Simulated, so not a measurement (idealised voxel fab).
Process module heading - voxel trench capacitor
cross-section cut | 240 nm wide | cells 5 nm
Cross-section format: a grid of square cells, given as bands from top to bottom; each band is one or more rows of cells. Within each band entry, the heights of the top and of the bottom of the band appear first, in that order and in nm; the materials of the band then follow from left to right, each with its corresponding width in nm. The designation "edge to edge" on a single material indicates that it fills the band from edge to edge; the designation "blank" indicates empty space. Ref level 0: as-received wafer is one material below here. Bottom band extends down with no lower bound ("0..down"). Width "30 to 40": first value at the band's top row of cells, second value at its bottom row, equal change from row to row. When a step is marked "no change occurred", none of the cells in the cross-section changed during that step. Each empty space that has no open way to the top and spans at least 8 cells appears under "Cavities, sealed" as width x height at distance, the distance counted from the left edge, all in nm. If you see something after the settings on a step's line, that's the simulator's own remark about that step. Among the settings permitted on a step's line is "overlay nm"; applied to a step with a mask, it specifies the extent to which the mask lay to the right of its planned position, whereas a negative figure signifies a position to the left.
The following list gives the planned process steps:
1. op RECEIVE | material Si
2. op CONFORMAL_DEP | material SiN | thk nm 10
3. op MASKED_ETCH | tone open | mask id TRENCH | width nm 25 | pitch nm 40 | etch materials SiN | depth nm 10 | overlay nm 0
4. op MASKED_ETCH | tone open | mask id TRENCH | width nm 25 | pitch nm 40 | etch materials Si | depth nm 40 | overlay nm 0
5. op CONFORMAL_DEP | material Al2O3 | thk nm 5
6. op FILL_DEP | material polySi | thk nm 10
7. op CMP | height nm 10
Cross-section of the wafer as it came to us, i.e., already through step 1:
    0..down = Si edge to edge
    Cavities, sealed: none
Post-module cross-section of the first of two wafers (run per plan):
    10..0 = SiN=45 / Al2O3=5 / polySi=15 / Al2O3=5 / SiN=15 / Al2O3=5 / polySi=15 / Al2O3=5 / SiN=15 / Al2O3=5 / polySi=15 / Al2O3=5 / SiN=15 / Al2O3=5 / polySi=15 / Al2O3=5 / SiN=50
    0..-35 = Si=45 / Al2O3=5 / polySi=15 / Al2O3=5 / Si=15 / Al2O3=5 / polySi=15 / Al2O3=5 / Si=15 / Al2O3=5 / polySi=15 / Al2O3=5 / Si=15 / Al2O3=5 / polySi=15 / Al2O3=5 / Si=50
    -35..-40 = Si=45 / Al2O3=25 / Si=15 / Al2O3=25 / Si=15 / Al2O3=25 / Si=15 / Al2O3=25 / Si=50
    -40..down = Si edge to edge
    Cavities, sealed: none
This cross-section belongs to the second wafer of two at the end of the module; the start and the plan were shared with the first, and the run included one mistake:
    10..5 = polySi=40 / Al2O3=5 / SiN=25 / Al2O3=5 / polySi=5 / Al2O3=5 / SiN=25 / Al2O3=5 / polySi=5 / Al2O3=5 / SiN=25 / Al2O3=5 / polySi=5 / Al2O3=5 / SiN=25 / Al2O3=5 / polySi=45
    5..0 = Al2O3=45 / SiN=25 / Al2O3=15 / SiN=25 / Al2O3=15 / SiN=25 / Al2O3=15 / SiN=25 / Al2O3=50
    0..down = Si edge to edge
    Cavities, sealed: none
Run error: heads up, step 3 didn't go per plan, it actually ran as op MASKED_ETCH | tone cover | mask id TRENCH | width nm 25 | pitch nm 40 | etch materials SiN | depth nm 10 | overlay nm 0
Upon completion, the second wafer contains, in terms of cells, a greater or smaller amount of certain materials than the first wafer: -56 Al2O3, +160 Si, -16 SiN, -88 polySi
